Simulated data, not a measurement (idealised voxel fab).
Herein follows the process module entitled voxel self aligned vias.
Pictured: cross-section cut, 290 nm wide, on a grid of 5 nm square cells.
Heads up, the way a cross-section reads in here is a grid of square cells, handed over as bands from the top down, with every band being one or more rows of cells. Read a band's entry like this: the first values are the height of its top and the height of its bottom in nm, and what follows is the sequence of materials from left to right, each with its width in nm. Note that "air" is empty space, and that a single material marked "all across" reaches across the band from edge to edge. A quick word on heights: they are counted from 0, and under that level the wafer as it came to us is one material throughout. The lowest band is different from the rest in having no bottom; it simply continues downward, written as in "0 nm and below". It should be noted that a width expressed as "30 to 40" varies in equal increments from row to row of cells within the band, taking the value of the first number at the top row and that of the second number at the bottom row. Take "changes: none" at face value: in the step it is given for, the cross-section changed in none of its cells. What "Trapped cavities" gives you is every empty space of 8 cells or more that is cut off from the top. Each appears as width x height at distance, with the distance taken from the left edge and width, height and distance all in nm. On a step's line, text after the settings is the simulator commenting on that step. Regarding "overlay nm": on a step with a mask, it is the distance the mask lay to the right of its planned place; a negative value places it to the left.

STEPS PLANNED FOR THE PROCESS
| 1 | RECEIVE | material Si |
| 2 | CONFORMAL_DEP | material SiO2 | thk nm 15 |
| 3 | CONFORMAL_DEP | material SiCN | thk nm 5 |
| 4 | DIRECTIONAL_DEP | material SiO2 | thk nm 20 |
| 5 | MASKED_ETCH | tone open | mask id LINES | width nm 30 | pitch nm 65 | etch materials SiO2 | depth nm 20 | overlay nm 0 |
| 6 | CONFORMAL_DEP | material TiN | thk nm 5 |
| 7 | FILL_DEP | material Ru | thk nm 10 |
| 8 | CMP | height nm 40 |
| 9 | SELECTIVE_ETCH | etch materials W Ru TiN | depth nm 5 |
| 10 | FILL_DEP | material SiN | thk nm 10 |
| 11 | CMP | height nm 40 |
| 12 | DIRECTIONAL_DEP | material SiO2 | thk nm 15 |
| 13 | DIRECTIONAL_DEP | material aC | thk nm 10 |
| 14 | PATTERN | tone open | mask id VIAS | material resist | width nm 40 | pitch nm 130 | thk nm 30 | overlay nm 0 |
| 15 | DIRECTIONAL_ETCH | etch materials aC | depth nm 10 |
| 16 | STRIP | etch materials resist |
| 17 | DIRECTIONAL_ETCH | etch materials SiO2 | depth nm 15 |
| 18 | DIRECTIONAL_ETCH | etch materials SiN | depth nm 5 |
| 19 | STRIP | etch materials aC |
| 20 | CONFORMAL_DEP | material TiN | thk nm 5 |
| 21 | FILL_DEP | material W | thk nm 10 |
| 22 | CMP | height nm 55 |
| 23 | CONFORMAL_DEP | material SiCN | thk nm 5 |

CONCERNING THE FIRST OF TWO WAFERS, WHICH WAS RUN IN ACCORDANCE WITH THE PLAN

INCOMING WAFER, CROSS-SECTIONAL VIEW, POST STEP 1
* 0 nm and below = Si all across
* Trapped cavities: none

CROSS-SECTION THROUGH THE WAFER, STEP 2 FINISHED
* 15 nm to 0 nm = SiO2 all across
* All layers under 0 are left as they were.

CROSS-SECTION THROUGH THE WAFER, STEP 3 FINISHED
* 20 nm to 15 nm = SiCN all across
* All layers under 15 are left as they were.

CROSS-SECTION THROUGH THE WAFER, STEP 4 FINISHED
* 40 nm to 20 nm = SiO2 all across
* All layers under 20 are left as they were.

CROSS-SECTION THROUGH THE WAFER, STEP 5 FINISHED
* 40 nm to 20 nm = 65 SiO2, then 30 air, then 35 SiO2, then 30 air, then 35 SiO2, then 30 air, then 65 SiO2
* All layers under 20 are left as they were.

CROSS-SECTION THROUGH THE WAFER, STEP 6 FINISHED
* 45 nm to 40 nm = 70 TiN, then 20 air, then 45 TiN, then 20 air, then 45 TiN, then 20 air, then 70 TiN
* 40 nm to 25 nm = 65 SiO2, then 5 TiN, then 20 air, then 5 TiN, then 35 SiO2, then 5 TiN, then 20 air, then 5 TiN, then 35 SiO2, then 5 TiN, then 20 air, then 5 TiN, then 65 SiO2
* 25 nm to 20 nm = 65 SiO2, then 30 TiN, then 35 SiO2, then 30 TiN, then 35 SiO2, then 30 TiN, then 65 SiO2
* All layers under 20 are left as they were.

CROSS-SECTION THROUGH THE WAFER, STEP 7 FINISHED
* 55 nm to 45 nm = Ru all across
* 45 nm to 40 nm = 70 TiN, then 20 Ru, then 45 TiN, then 20 Ru, then 45 TiN, then 20 Ru, then 70 TiN
* 40 nm to 25 nm = 65 SiO2, then 5 TiN, then 20 Ru, then 5 TiN, then 35 SiO2, then 5 TiN, then 20 Ru, then 5 TiN, then 35 SiO2, then 5 TiN, then 20 Ru, then 5 TiN, then 65 SiO2
* All layers under 25 are left as they were.

CROSS-SECTION THROUGH THE WAFER, STEP 8 FINISHED
* 40 nm to 25 nm = 65 SiO2, then 5 TiN, then 20 Ru, then 5 TiN, then 35 SiO2, then 5 TiN, then 20 Ru, then 5 TiN, then 35 SiO2, then 5 TiN, then 20 Ru, then 5 TiN, then 65 SiO2
* All layers under 25 are left as they were.

CROSS-SECTION THROUGH THE WAFER, STEP 9 FINISHED
* 40 nm to 35 nm = 65 SiO2, then 30 air, then 35 SiO2, then 30 air, then 35 SiO2, then 30 air, then 65 SiO2
* All layers under 35 are left as they were.

CROSS-SECTION THROUGH THE WAFER, STEP 10 FINISHED
* 50 nm to 40 nm = SiN all across
* 40 nm to 35 nm = 65 SiO2, then 30 SiN, then 35 SiO2, then 30 SiN, then 35 SiO2, then 30 SiN, then 65 SiO2
* All layers under 35 are left as they were.

CROSS-SECTION THROUGH THE WAFER, STEP 11 FINISHED
* 40 nm to 35 nm = 65 SiO2, then 30 SiN, then 35 SiO2, then 30 SiN, then 35 SiO2, then 30 SiN, then 65 SiO2
* All layers under 35 are left as they were.

CROSS-SECTION THROUGH THE WAFER, STEP 12 FINISHED
* 55 nm to 40 nm = SiO2 all across
* All layers under 40 are left as they were.

CROSS-SECTION THROUGH THE WAFER, STEP 13 FINISHED
* 65 nm to 55 nm = aC all across
* All layers under 55 are left as they were.

CROSS-SECTION THROUGH THE WAFER, STEP 14 FINISHED
* 95 nm to 65 nm = 60 resist, then 40 air, then 90 resist, then 40 air, then 60 resist
* All layers under 65 are left as they were.

CROSS-SECTION THROUGH THE WAFER, STEP 15 FINISHED
* 85 nm to 65 nm = 60 resist, then 40 air, then 90 resist, then 40 air, then 60 resist
* 65 nm to 55 nm = 60 aC, then 40 air, then 90 aC, then 40 air, then 60 aC
* All layers under 55 are left as they were.

CROSS-SECTION THROUGH THE WAFER, STEP 16 FINISHED
* 65 nm to 55 nm = 60 aC, then 40 air, then 90 aC, then 40 air, then 60 aC
* All layers under 55 are left as they were.

CROSS-SECTION THROUGH THE WAFER, STEP 17 FINISHED
* 65 nm to 55 nm = 60 aC, then 40 air, then 90 aC, then 40 air, then 60 aC
* 55 nm to 40 nm = 60 SiO2, then 40 air, then 90 SiO2, then 40 air, then 60 SiO2
* All layers under 40 are left as they were.

CROSS-SECTION THROUGH THE WAFER, STEP 18 FINISHED
* 65 nm to 55 nm = 60 aC, then 40 air, then 90 aC, then 40 air, then 60 aC
* 55 nm to 40 nm = 60 SiO2, then 40 air, then 90 SiO2, then 40 air, then 60 SiO2
* 40 nm to 35 nm = 65 SiO2, then 30 air, then 35 SiO2, then 30 SiN, then 35 SiO2, then 30 air, then 65 SiO2
* All layers under 35 are left as they were.

CROSS-SECTION THROUGH THE WAFER, STEP 19 FINISHED
* 55 nm to 40 nm = 60 SiO2, then 40 air, then 90 SiO2, then 40 air, then 60 SiO2
* All layers under 40 are left as they were.

CROSS-SECTION THROUGH THE WAFER, STEP 20 FINISHED
* 60 nm to 55 nm = 65 TiN, then 30 air, then 100 TiN, then 30 air, then 65 TiN
* 55 nm to 45 nm = 60 SiO2, then 5 TiN, then 30 air, then 5 TiN, then 90 SiO2, then 5 TiN, then 30 air, then 5 TiN, then 60 SiO2
* 45 nm to 40 nm = 60 SiO2, then 10 TiN, then 20 air, then 10 TiN, then 90 SiO2, then 10 TiN, then 20 air, then 10 TiN, then 60 SiO2
* 40 nm to 35 nm = 65 SiO2, then 30 TiN, then 35 SiO2, then 30 SiN, then 35 SiO2, then 30 TiN, then 65 SiO2
* All layers under 35 are left as they were.

CROSS-SECTION THROUGH THE WAFER, STEP 21 FINISHED
* 70 nm to 60 nm = W all across
* 60 nm to 55 nm = 65 TiN, then 30 W, then 100 TiN, then 30 W, then 65 TiN
* 55 nm to 45 nm = 60 SiO2, then 5 TiN, then 30 W, then 5 TiN, then 90 SiO2, then 5 TiN, then 30 W, then 5 TiN, then 60 SiO2
* 45 nm to 40 nm = 60 SiO2, then 10 TiN, then 20 W, then 10 TiN, then 90 SiO2, then 10 TiN, then 20 W, then 10 TiN, then 60 SiO2
* All layers under 40 are left as they were.

CROSS-SECTION THROUGH THE WAFER, STEP 22 FINISHED
* 55 nm to 45 nm = 60 SiO2, then 5 TiN, then 30 W, then 5 TiN, then 90 SiO2, then 5 TiN, then 30 W, then 5 TiN, then 60 SiO2
* All layers under 45 are left as they were.

CROSS-SECTION THROUGH THE WAFER, STEP 23 FINISHED
* 60 nm to 55 nm = SiCN all across
* All layers under 55 are left as they were.

IT IS TO BE NOTED THAT THE SECOND WAFER PROCEEDED FROM THE SAME INITIAL STATE AND ACCORDING TO THE SAME PLAN AS THE FIRST, ALTHOUGH ONE MISTAKE WAS COMMITTED IN ITS EXECUTION; THROUGH STEP 1, INCLUSIVE, THE TWO WAFERS SHARE AN IDENTICAL HISTORY

CROSS-SECTION, SECOND WAFER, AT THE END TIME THE PLAN GIVES FOR STEP 2
* 25 nm to 0 nm = SiO2 all across
* All layers under 0 are left as they were.

CROSS-SECTION, SECOND WAFER, AT THE END TIME THE PLAN GIVES FOR STEP 3
* 30 nm to 25 nm = SiCN all across
* All layers under 25 are left as they were.

CROSS-SECTION, SECOND WAFER, AT THE END TIME THE PLAN GIVES FOR STEP 4
* 50 nm to 30 nm = SiO2 all across
* All layers under 30 are left as they were.

CROSS-SECTION, SECOND WAFER, AT THE END TIME THE PLAN GIVES FOR STEP 5
* 50 nm to 30 nm = 65 SiO2, then 30 air, then 35 SiO2, then 30 air, then 35 SiO2, then 30 air, then 65 SiO2
* All layers under 30 are left as they were.

CROSS-SECTION, SECOND WAFER, AT THE END TIME THE PLAN GIVES FOR STEP 6
* 55 nm to 50 nm = 70 TiN, then 20 air, then 45 TiN, then 20 air, then 45 TiN, then 20 air, then 70 TiN
* 50 nm to 35 nm = 65 SiO2, then 5 TiN, then 20 air, then 5 TiN, then 35 SiO2, then 5 TiN, then 20 air, then 5 TiN, then 35 SiO2, then 5 TiN, then 20 air, then 5 TiN, then 65 SiO2
* 35 nm to 30 nm = 65 SiO2, then 30 TiN, then 35 SiO2, then 30 TiN, then 35 SiO2, then 30 TiN, then 65 SiO2
* All layers under 30 are left as they were.

CROSS-SECTION, SECOND WAFER, AT THE END TIME THE PLAN GIVES FOR STEP 7
* 65 nm to 55 nm = Ru all across
* 55 nm to 50 nm = 70 TiN, then 20 Ru, then 45 TiN, then 20 Ru, then 45 TiN, then 20 Ru, then 70 TiN
* 50 nm to 35 nm = 65 SiO2, then 5 TiN, then 20 Ru, then 5 TiN, then 35 SiO2, then 5 TiN, then 20 Ru, then 5 TiN, then 35 SiO2, then 5 TiN, then 20 Ru, then 5 TiN, then 65 SiO2
* All layers under 35 are left as they were.

CROSS-SECTION, SECOND WAFER, AT THE END TIME THE PLAN GIVES FOR STEP 8
* 40 nm to 35 nm = 65 SiO2, then 5 TiN, then 20 Ru, then 5 TiN, then 35 SiO2, then 5 TiN, then 20 Ru, then 5 TiN, then 35 SiO2, then 5 TiN, then 20 Ru, then 5 TiN, then 65 SiO2
* All layers under 35 are left as they were.

CROSS-SECTION, SECOND WAFER, AT THE END TIME THE PLAN GIVES FOR STEP 9
* 40 nm to 35 nm = 65 SiO2, then 30 air, then 35 SiO2, then 30 air, then 35 SiO2, then 30 air, then 65 SiO2
* All layers under 35 are left as they were.

CROSS-SECTION, SECOND WAFER, AT THE END TIME THE PLAN GIVES FOR STEP 10
* 50 nm to 40 nm = SiN all across
* 40 nm to 35 nm = 65 SiO2, then 30 SiN, then 35 SiO2, then 30 SiN, then 35 SiO2, then 30 SiN, then 65 SiO2
* All layers under 35 are left as they were.

CROSS-SECTION, SECOND WAFER, AT THE END TIME THE PLAN GIVES FOR STEP 11
* 40 nm to 35 nm = 65 SiO2, then 30 SiN, then 35 SiO2, then 30 SiN, then 35 SiO2, then 30 SiN, then 65 SiO2
* All layers under 35 are left as they were.

CROSS-SECTION, SECOND WAFER, AT THE END TIME THE PLAN GIVES FOR STEP 12
* 55 nm to 40 nm = SiO2 all across
* All layers under 40 are left as they were.

CROSS-SECTION, SECOND WAFER, AT THE END TIME THE PLAN GIVES FOR STEP 13
* 65 nm to 55 nm = aC all across
* All layers under 55 are left as they were.

CROSS-SECTION, SECOND WAFER, AT THE END TIME THE PLAN GIVES FOR STEP 14
* 95 nm to 65 nm = 60 resist, then 40 air, then 90 resist, then 40 air, then 60 resist
* All layers under 65 are left as they were.

CROSS-SECTION, SECOND WAFER, AT THE END TIME THE PLAN GIVES FOR STEP 15
* 85 nm to 65 nm = 60 resist, then 40 air, then 90 resist, then 40 air, then 60 resist
* 65 nm to 55 nm = 60 aC, then 40 air, then 90 aC, then 40 air, then 60 aC
* All layers under 55 are left as they were.

CROSS-SECTION, SECOND WAFER, AT THE END TIME THE PLAN GIVES FOR STEP 16
* 65 nm to 55 nm = 60 aC, then 40 air, then 90 aC, then 40 air, then 60 aC
* All layers under 55 are left as they were.

CROSS-SECTION, SECOND WAFER, AT THE END TIME THE PLAN GIVES FOR STEP 17
* 65 nm to 55 nm = 60 aC, then 40 air, then 90 aC, then 40 air, then 60 aC
* 55 nm to 40 nm = 60 SiO2, then 40 air, then 90 SiO2, then 40 air, then 60 SiO2
* All layers under 40 are left as they were.

CROSS-SECTION, SECOND WAFER, AT THE END TIME THE PLAN GIVES FOR STEP 18
* 65 nm to 55 nm = 60 aC, then 40 air, then 90 aC, then 40 air, then 60 aC
* 55 nm to 40 nm = 60 SiO2, then 40 air, then 90 SiO2, then 40 air, then 60 SiO2
* 40 nm to 35 nm = 65 SiO2, then 30 air, then 35 SiO2, then 30 SiN, then 35 SiO2, then 30 air, then 65 SiO2
* All layers under 35 are left as they were.

CROSS-SECTION, SECOND WAFER, AT THE END TIME THE PLAN GIVES FOR STEP 19
* 55 nm to 40 nm = 60 SiO2, then 40 air, then 90 SiO2, then 40 air, then 60 SiO2
* All layers under 40 are left as they were.

CROSS-SECTION, SECOND WAFER, AT THE END TIME THE PLAN GIVES FOR STEP 20
* 60 nm to 55 nm = 65 TiN, then 30 air, then 100 TiN, then 30 air, then 65 TiN
* 55 nm to 45 nm = 60 SiO2, then 5 TiN, then 30 air, then 5 TiN, then 90 SiO2, then 5 TiN, then 30 air, then 5 TiN, then 60 SiO2
* 45 nm to 40 nm = 60 SiO2, then 10 TiN, then 20 air, then 10 TiN, then 90 SiO2, then 10 TiN, then 20 air, then 10 TiN, then 60 SiO2
* 40 nm to 35 nm = 65 SiO2, then 30 TiN, then 35 SiO2, then 30 SiN, then 35 SiO2, then 30 TiN, then 65 SiO2
* All layers under 35 are left as they were.

CROSS-SECTION, SECOND WAFER, AT THE END TIME THE PLAN GIVES FOR STEP 21
* 70 nm to 60 nm = W all across
* 60 nm to 55 nm = 65 TiN, then 30 W, then 100 TiN, then 30 W, then 65 TiN
* 55 nm to 45 nm = 60 SiO2, then 5 TiN, then 30 W, then 5 TiN, then 90 SiO2, then 5 TiN, then 30 W, then 5 TiN, then 60 SiO2
* 45 nm to 40 nm = 60 SiO2, then 10 TiN, then 20 W, then 10 TiN, then 90 SiO2, then 10 TiN, then 20 W, then 10 TiN, then 60 SiO2
* All layers under 40 are left as they were.

CROSS-SECTION, SECOND WAFER, AT THE END TIME THE PLAN GIVES FOR STEP 22
* 55 nm to 45 nm = 60 SiO2, then 5 TiN, then 30 W, then 5 TiN, then 90 SiO2, then 5 TiN, then 30 W, then 5 TiN, then 60 SiO2
* All layers under 45 are left as they were.

CROSS-SECTION, SECOND WAFER, AT THE END TIME THE PLAN GIVES FOR STEP 23
* 60 nm to 55 nm = SiCN all across
* All layers under 55 are left as they were.
It is concluded that the wafer was processed incorrectly with respect to the plan, in that step 2 ran with different settings than intended, the actual operation and settings being CONFORMAL_DEP | material SiO2 | thk nm 25
Upon completion, the second wafer contains, in terms of cells, a greater or smaller amount of certain materials than the first wafer: 24 fewer of Ru; 36 more of SiO2; 12 fewer of TiN
